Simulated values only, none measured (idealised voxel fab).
Proc. module: voxel plated lines
Shown is cross-section cut, with a width of 225 nm and square cells of size 5 nm.
A cross-section in this document is a grid of square cells, and it is written down as bands, the top band listed before the ones below it; a band is made up of one or more rows of cells. Within each band entry, the heights of the top and of the bottom of the band appear first, in that order and in nm; the materials of the band then follow from left to right, each with its corresponding width in nm. The designation "throughout" on a single material indicates that it fills the band from edge to edge; the designation "blank" indicates empty space. Measure heights from 0. That's the level where, below it, the as-received wafer is all one material. The lowest band is bottomless and extends downward; write it as in "top 0, no bottom". With a width like "30 to 40", each row of cells in the band differs from the next by the same amount, the top row carrying the first number and the bottom row the second. "no alterations made", as given for a step, is the statement that not any cell of the cross-section underwent a change during that step. "Sealed cavities" contains a list of empty spaces, each no smaller than 8 cells and without an open way to the top, written in the form width x height at distance with the distance from the left edge and all three in nm. If you see something after the settings on a step's line, that's the simulator's own remark about that step. "overlay nm" answers the question of how far to the right of plan the mask lay on a step that has a mask, and when it is negative the answer is to the left.
[Set out below are the planned steps of the process]
1 RECEIVE: material Si
2 CONFORMAL_DEP: material Al2O3, thk nm 15
3 DIRECTIONAL_DEP: material TiN, thk nm 5
4 PATTERN: tone open, mask id LINES, material resist, width nm 20, pitch nm 45, thk nm 30, overlay nm 0
5 EPI: material Ru, thk nm 5
6 EPI: material Ru, thk nm 10
7 STRIP: etch materials resist
8 DIRECTIONAL_ETCH: etch materials TiN, depth nm 5
9 CONFORMAL_DEP: material SiN, thk nm 5
[first wafer, as planned]
[Cross-section of the wafer upon arrival, representing the state reached after step 1]
> top 0, no bottom: Si throughout
> Sealed cavities: none
[Wafer section view after processing step 2]
> top 15, bottom 0: Al2O3 throughout
> Below a height of 0, the structure has not been altered.
[Wafer section view after processing step 3]
> top 20, bottom 15: TiN throughout
> Below a height of 15, the structure has not been altered.
[Wafer section view after processing step 4]
> top 50, bottom 20: resist (35), blank (20), resist (25), blank (20), resist (25), blank (20), resist (25), blank (20), resist (35)
> Below a height of 20, the structure has not been altered.
[Wafer section view after processing step 5]
> top 50, bottom 25: resist (35), blank (20), resist (25), blank (20), resist (25), blank (20), resist (25), blank (20), resist (35)
> top 25, bottom 20: resist (35), Ru (20), resist (25), Ru (20), resist (25), Ru (20), resist (25), Ru (20), resist (35)
> Below a height of 20, the structure has not been altered.
[Wafer section view after processing step 6]
> top 50, bottom 35: resist (35), blank (20), resist (25), blank (20), resist (25), blank (20), resist (25), blank (20), resist (35)
> top 35, bottom 20: resist (35), Ru (20), resist (25), Ru (20), resist (25), Ru (20), resist (25), Ru (20), resist (35)
> Below a height of 20, the structure has not been altered.
[Wafer section view after processing step 7]
> top 35, bottom 20: blank (35), Ru (20), blank (25), Ru (20), blank (25), Ru (20), blank (25), Ru (20), blank (35)
> Below a height of 20, the structure has not been altered.
[Wafer section view after processing step 8]
> top 35, bottom 20: blank (35), Ru (20), blank (25), Ru (20), blank (25), Ru (20), blank (25), Ru (20), blank (35)
> top 20, bottom 15: blank (35), TiN (20), blank (25), TiN (20), blank (25), TiN (20), blank (25), TiN (20), blank (35)
> Below a height of 15, the structure has not been altered.
[Wafer section view after processing step 9]
> top 40, bottom 35: blank (30), SiN (30), blank (15), SiN (30), blank (15), SiN (30), blank (15), SiN (30), blank (30)
> top 35, bottom 20: blank (30), SiN (5), Ru (20), SiN (5), blank (15), SiN (5), Ru (20), SiN (5), blank (15), SiN (5), Ru (20), SiN (5), blank (15), SiN (5), Ru (20), SiN (5), blank (30)
> top 20, bottom 15: SiN (35), TiN (20), SiN (25), TiN (20), SiN (25), TiN (20), SiN (25), TiN (20), SiN (35)
> Below a height of 15, the structure has not been altered.
[Second Wafer (Identical Start and Plan, One Processing Error; Matches First Wafer Through Step 3)]
[The second wafer cut through, at the time step 4 was supposed to be finished]
> top 25, bottom 20: Ru throughout
> Below a height of 20, the structure has not been altered.
[The second wafer cut through, at the time step 5 was supposed to be finished]
> top 55, bottom 25: resist (35), blank (20), resist (25), blank (20), resist (25), blank (20), resist (25), blank (20), resist (35)
> Below a height of 25, the structure has not been altered.
[The second wafer cut through, at the time step 6 was supposed to be finished]
> top 55, bottom 35: resist (35), blank (20), resist (25), blank (20), resist (25), blank (20), resist (25), blank (20), resist (35)
> top 35, bottom 25: resist (35), Ru (20), resist (25), Ru (20), resist (25), Ru (20), resist (25), Ru (20), resist (35)
> Below a height of 25, the structure has not been altered.
[The second wafer cut through, at the time step 7 was supposed to be finished]
> top 35, bottom 25: blank (35), Ru (20), blank (25), Ru (20), blank (25), Ru (20), blank (25), Ru (20), blank (35)
> Below a height of 25, the structure has not been altered.
The second wafer cut through, at the time step 8 was supposed to be finished: no alterations made
[The second wafer cut through, at the time step 9 was supposed to be finished]
> top 40, bottom 35: blank (30), SiN (30), blank (15), SiN (30), blank (15), SiN (30), blank (15), SiN (30), blank (30)
> top 35, bottom 30: blank (30), SiN (5), Ru (20), SiN (5), blank (15), SiN (5), Ru (20), SiN (5), blank (15), SiN (5), Ru (20), SiN (5), blank (15), SiN (5), Ru (20), SiN (5), blank (30)
> top 30, bottom 25: SiN (35), Ru (20), SiN (25), Ru (20), SiN (25), Ru (20), SiN (25), Ru (20), SiN (35)
> Below a height of 25, the structure has not been altered.
So what did we get wrong on this run? the processing plan was not followed for steps 4 and 5, which were run with their positions exchanged
Once processing is complete, comparing cell counts shows that the second wafer has more or fewer of certain materials than the first: +29 Ru; -16 SiN; +29 TiN
